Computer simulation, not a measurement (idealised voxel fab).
process module | voxel self aligned vias
cross-section cut | 220 nm wide | cells 5 nm
A cross-section is a grid of square cells, given in bands from the top down. A band is one or more rows of cells.
Each band's line starts with the height of the band's top and of its bottom, in nm. Then come its materials from left to right, each with its width in nm. One material with "throughout" fills the band from edge to edge. "air" is empty space.
Height 0 is the level under which the wafer as received is all one material. The lowest band goes on downwards, as in "0 down".
A width such as "30 to 40" changes by the same amount from each row of cells to the next, from the band's top row to its bottom row.
"no change" after a step means that no cell of the cross-section changed.
closed voids: empty space of 8 cells or more with no open way to the top, each as width x height at its distance from the left edge, in nm
after a step's settings: what the simulator itself notes on the step
overlay nm, on a step with a mask: how far to the right of its planned place the mask lay; to the left if negative
plan
1 op RECEIVE | material Si
2 op CONFORMAL_DEP | material SiO2 | thk nm 10
3 op CONFORMAL_DEP | material SiCN | thk nm 5
4 op DIRECTIONAL_DEP | material SiO2 | thk nm 25
5 op PATTERN | tone open | mask id LINES | material resist | width nm 20 | pitch nm 50 | thk nm 15 | overlay nm 0
6 op DIRECTIONAL_ETCH | etch materials SiO2 | depth nm 25
7 op STRIP | etch materials resist
8 op CONFORMAL_DEP | material TiN | thk nm 5
9 op FILL_DEP | material W | thk nm 10
10 op CMP | height nm 40
11 op SELECTIVE_ETCH | etch materials W Ru TiN | depth nm 5
12 op FILL_DEP | material SiN | thk nm 10
13 op CMP | height nm 40
14 op DIRECTIONAL_DEP | material SiO2 | thk nm 15
15 op MASKED_ETCH | tone open | mask id VIAS | width nm 30 | pitch nm 100 | etch materials SiO2 | depth nm 15 | overlay nm 0
16 op MASKED_ETCH | tone open | mask id VIAS | width nm 30 | pitch nm 100 | etch materials SiN | depth nm 5 | overlay nm 0
17 op CONFORMAL_DEP | material TiN | thk nm 5
18 op FILL_DEP | material Ru | thk nm 10
19 op CMP | height nm 55
20 op CONFORMAL_DEP | material SiN | thk nm 5
as received, after step 1
  0 down: Si throughout
  closed voids: none
first wafer at the end, as planned
  60 to 55: SiN throughout
  55 to 45: SiO2 45 | TiN 5 | Ru 20 | TiN 5 | SiO2 70 | TiN 5 | Ru 20 | TiN 5 | SiO2 45
  45 to 40: SiO2 45 | TiN 10 | Ru 10 | TiN 10 | SiO2 70 | TiN 10 | Ru 10 | TiN 10 | SiO2 45
  40 to 35: SiO2 50 | TiN 20 | SiO2 30 | SiN 20 | SiO2 30 | TiN 20 | SiO2 50
  35 to 20: SiO2 50 | TiN 5 | W 10 | TiN 5 | SiO2 30 | TiN 5 | W 10 | TiN 5 | SiO2 30 | TiN 5 | W 10 | TiN 5 | SiO2 50
  20 to 15: SiO2 50 | TiN 20 | SiO2 30 | TiN 20 | SiO2 30 | TiN 20 | SiO2 50
  15 to 10: SiCN throughout
  10 to 0: SiO2 throughout
  0 down: Si throughout
  closed voids: none
second wafer at the end: like start, like plan, one mistake
  60 to 55: SiN throughout
  55 to 40: SiO2 45 | TiN 5 | SiO2 20 | TiN 5 | SiO2 70 | TiN 5 | SiO2 20 | TiN 5 | SiO2 45
  40 to 35: SiO2 50 | SiN 20 | SiO2 30 | SiN 20 | SiO2 30 | SiN 20 | SiO2 50
  35 to 20: SiO2 50 | TiN 5 | W 10 | TiN 5 | SiO2 30 | TiN 5 | W 10 | TiN 5 | SiO2 30 | TiN 5 | W 10 | TiN 5 | SiO2 50
  20 to 15: SiO2 50 | TiN 20 | SiO2 30 | TiN 20 | SiO2 30 | TiN 20 | SiO2 50
  15 to 10: SiCN throughout
  10 to 0: SiO2 throughout
  0 down: Si throughout
  closed voids: none
what went wrong: steps 14 and 15 were swapped
at the end the second wafer has, in cells: 20 fewer of Ru | 8 more of SiN | 24 more of SiO2 | 12 fewer of TiN
